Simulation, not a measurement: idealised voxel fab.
process module | voxel capacitor over wiring
cross-section cut | 300 nm wide | cells 5 nm
A cross-section is a grid of square cells, given in bands from the top down. A band is one or more rows of cells.
Each band's line starts with the height of the band's top and of its bottom, in nm. Then come its materials from left to right, each with its width in nm. One material with "throughout" fills the band from edge to edge. "air" is empty space.
Height 0 is the level under which the wafer as received is all one material. The lowest band goes on downwards, as in "0 down".
A width such as "30 to 40" changes by the same amount from each row of cells to the next, from the band's top row to its bottom row.
"no change" after a step means that no cell of the cross-section changed.
closed voids: empty space of 8 cells or more with no open way to the top, each as width x height at its distance from the left edge, in nm
after a step's settings: what the simulator itself notes on the step
overlay nm, on a step with a mask: how far to the right of its planned place the mask lay; to the left if negative
plan
1 op RECEIVE | material Si
2 op CONFORMAL_DEP | material SiO2 | thk nm 10
3 op DIRECTIONAL_DEP | material TiN | thk nm 5
4 op DIRECTIONAL_DEP | material W | thk nm 20
5 op DIRECTIONAL_DEP | material aC | thk nm 15
6 op PATTERN | tone cover | mask id METAL_1 | material resist | width nm 30 | pitch nm 95 | thk nm 35 | overlay nm 0
7 op DIRECTIONAL_ETCH | etch materials aC | depth nm 15
8 op STRIP | etch materials resist
9 op DIRECTIONAL_ETCH | etch materials W | depth nm 20
10 op DIRECTIONAL_ETCH | etch materials TiN | depth nm 5
11 op STRIP | etch materials aC
12 op FILL_DEP | material SiO2 | thk nm 5
13 op CMP | height nm 35
14 op CONFORMAL_DEP | material SiCN | thk nm 5
15 op DIRECTIONAL_DEP | material lowk | thk nm 20
16 op PATTERN | tone open | mask id PLUG_1 | material resist | width nm 15 | thk nm 20 | overlay nm 0
17 op DIRECTIONAL_ETCH | etch materials lowk | depth nm 20
18 op DIRECTIONAL_ETCH | etch materials SiCN | depth nm 5
19 op STRIP | etch materials resist
20 op CONFORMAL_DEP | material TiN | thk nm 5
21 op FILL_DEP | material Cu | thk nm 5
22 op CMP | height nm 60
23 op DIRECTIONAL_DEP | material TiN | thk nm 10
24 op DIRECTIONAL_DEP | material HfO2 | thk nm 5
25 op DIRECTIONAL_DEP | material TiN | thk nm 5
26 op PATTERN | tone cover | mask id UPPER_PLATE | material resist | width nm 70 | thk nm 20 | overlay nm 0
27 op DIRECTIONAL_ETCH | etch materials TiN | depth nm 5
28 op DIRECTIONAL_ETCH | etch materials HfO2 | depth nm 5
29 op STRIP | etch materials resist
30 op DIRECTIONAL_DEP | material aC | thk nm 15
31 op PATTERN | tone cover | mask id LOWER_PLATE | material resist | width nm 80 | thk nm 30 | overlay nm 0
32 op DIRECTIONAL_ETCH | etch materials aC | depth nm 15
33 op STRIP | etch materials resist
34 op DIRECTIONAL_ETCH | etch materials TiN | depth nm 10
35 op STRIP | etch materials aC
36 op FILL_DEP | material SiO2 | thk nm 15
37 op CMP | height nm 90
38 op MASKED_ETCH | tone open | mask id PLUG_2 | width nm 15 | etch materials SiO2 | depth nm 10 | overlay nm 0
39 op CONFORMAL_DEP | material TiN | thk nm 5
40 op FILL_DEP | material Ru | thk nm 10
41 op CMP | height nm 90
42 op CONFORMAL_DEP | material SiN | thk nm 5
as received, after step 1
  0 down: Si throughout
  closed voids: none
a wafer at the end: this start, this plan, one mistake
  95 to 90: SiN throughout
  90 to 85: SiO2 110 | TiN 5 | Ru 5 | TiN 5 | SiO2 175
  85 to 75: SiO2 110 to 100 | TiN 15 to 70 | SiO2 175 to 130
  75 to 70: SiO2 100 | HfO2 70 | SiO2 130
  70 to 60: SiO2 95 | TiN 80 | SiO2 125
  60 to 40: lowk 100 | TiN 5 | Cu 5 | TiN 5 | lowk 185
  40 to 35: SiCN 100 | TiN 15 | SiCN 185
  35 to 30: SiO2 85 | TiN 30 | SiO2 65 | TiN 30 | SiO2 90
  30 to 10: W throughout
  10 to 0: SiO2 throughout
  0 down: Si throughout
  closed voids: none
what went wrong: steps 3 and 4 were swapped
